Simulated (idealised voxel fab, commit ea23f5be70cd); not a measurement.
process module | voxel gate over fins
cross-section cut | 240 nm wide | cells 5 nm
A cross-section is a grid of square cells, given in bands from the top down. A band is one or more rows of cells.
Each band's line starts with the height of the band's top and of its bottom, in nm. Then come its materials from left to right, each with its width in nm. One material with "throughout" fills the band from edge to edge. "air" is empty space.
Height 0 is the level under which the wafer as received is all one material. The lowest band goes on downwards, as in "0 down".
A width such as "30 to 40" changes by the same amount from each row of cells to the next, from the band's top row to its bottom row.
"no change" after a step means that no cell of the cross-section changed.
closed voids: empty space of 8 cells or more with no open way to the top, each as width x height at its distance from the left edge, in nm
after a step's settings: what the simulator itself notes on the step
overlay nm, on a step with a mask: how far to the right of its planned place the mask lay; to the left if negative
plan
1 op RECEIVE | material Si
2 op CONFORMAL_DEP | material SiN | thk nm 5
3 op PATTERN | tone cover | mask id FINS | material resist | width nm 15 | pitch nm 50 | thk nm 15 | overlay nm 0
4 op DIRECTIONAL_ETCH | etch materials SiN | depth nm 5
5 op DIRECTIONAL_ETCH | etch materials Si | depth nm 30
6 op STRIP | etch materials resist
7 op OXIDIZE | depth nm 5
8 op FILL_DEP | material SiO2 | thk nm 5
9 op CMP | height nm 5
10 op MASKED_ETCH | tone open | mask id RAIL | width nm 15 | etch materials SiO2 | depth nm 30 | overlay nm -15
11 op CONFORMAL_DEP | material TiN | thk nm 5
12 op FILL_DEP | material W | thk nm 10
13 op CMP | height nm 5
14 op SELECTIVE_ETCH | etch materials W Ru TiN | depth nm 20
15 op FILL_DEP | material SiO2 | thk nm 5
16 op CMP | height nm 5
17 op SELECTIVE_ETCH | etch materials SiO2 | depth nm 15
18 op STRIP | etch materials SiN
19 op CONFORMAL_DEP | material HfO2 | thk nm 5
20 op CONFORMAL_DEP | material TiN | thk nm 5
21 op FILL_DEP | material W | thk nm 15
22 op CMP | height nm 20
23 op CONFORMAL_DEP | material SiN | thk nm 5
varied across the wafers: overlay nm of step 10. The plan shows the first wafer's value. All wafers start alike
first wafer as received, after step 1
  0 down: Si throughout
  closed voids: none
first wafer at the end, after step 23
  25 to 20: SiN throughout
  20 to 10: W throughout
  10 to 5: W 80 | TiN 25 | W 25 | TiN 25 | W 85
  5 to 0: W 80 | TiN 5 | HfO2 15 | TiN 5 | W 25 | TiN 5 | HfO2 15 | TiN 5 | W 85
  0 to -5: TiN 85 | HfO2 5 | Si 5 | HfO2 5 | TiN 35 | HfO2 5 | Si 5 | HfO2 5 | TiN 90
  -5 to -10: HfO2 90 | Si 5 | HfO2 45 | Si 5 | HfO2 95
  -10 to -15: SiO2 90 | Si 5 | SiO2 45 | Si 5 | SiO2 95
  -15 to -25: SiO2 90 | Si 5 | SiO2 5 | TiN 10 | SiO2 30 | Si 5 | SiO2 95
  -25 to -35: SiO2 90 | Si 5 | SiO2 45 | Si 5 | SiO2 95
  -35 down: Si throughout
  closed voids: none
last wafer at the end
  25 to 20: SiN throughout
  20 to 10: W throughout
  10 to 5: W 80 | TiN 25 | W 25 | TiN 25 | W 85
  5 to 0: W 80 | TiN 5 | HfO2 15 | TiN 5 | W 25 | TiN 5 | HfO2 15 | TiN 5 | W 85
  0 to -5: TiN 85 | HfO2 5 | Si 5 | HfO2 5 | TiN 35 | HfO2 5 | Si 5 | HfO2 5 | TiN 90
  -5 to -10: HfO2 90 | Si 5 | HfO2 45 | Si 5 | HfO2 95
  -10 to -15: SiO2 90 | Si 5 | SiO2 45 | Si 5 | SiO2 95
  -15 to -25: SiO2 90 | Si 5 | SiO2 30 | TiN 10 | SiO2 5 | Si 5 | SiO2 95
  -25 to -35: SiO2 90 | Si 5 | SiO2 45 | Si 5 | SiO2 95
  -35 down: Si throughout
  closed voids: none
each wafer at the end: cells of each material gained (+) or lost (-) since it was received, then its closed voids
overlay nm -15 | +56 HfO2 | -322 Si | +48 SiN | +226 SiO2 | +60 TiN | +172 W | closed voids: none
overlay nm -10 | +56 HfO2 | -322 Si | +48 SiN | +224 SiO2 | +61 TiN | +173 W | closed voids: none
overlay nm -5 | +56 HfO2 | -322 Si | +48 SiN | +224 SiO2 | +61 TiN | +173 W | closed voids: none
overlay nm 0 | +56 HfO2 | -322 Si | +48 SiN | +224 SiO2 | +61 TiN | +173 W | closed voids: none
overlay nm 5 | +56 HfO2 | -322 Si | +48 SiN | +224 SiO2 | +61 TiN | +173 W | closed voids: none
overlay nm 10 | +56 HfO2 | -322 Si | +48 SiN | +224 SiO2 | +61 TiN | +173 W | closed voids: none
overlay nm 15 | +56 HfO2 | -322 Si | +48 SiN | +226 SiO2 | +60 TiN | +172 W | closed voids: none
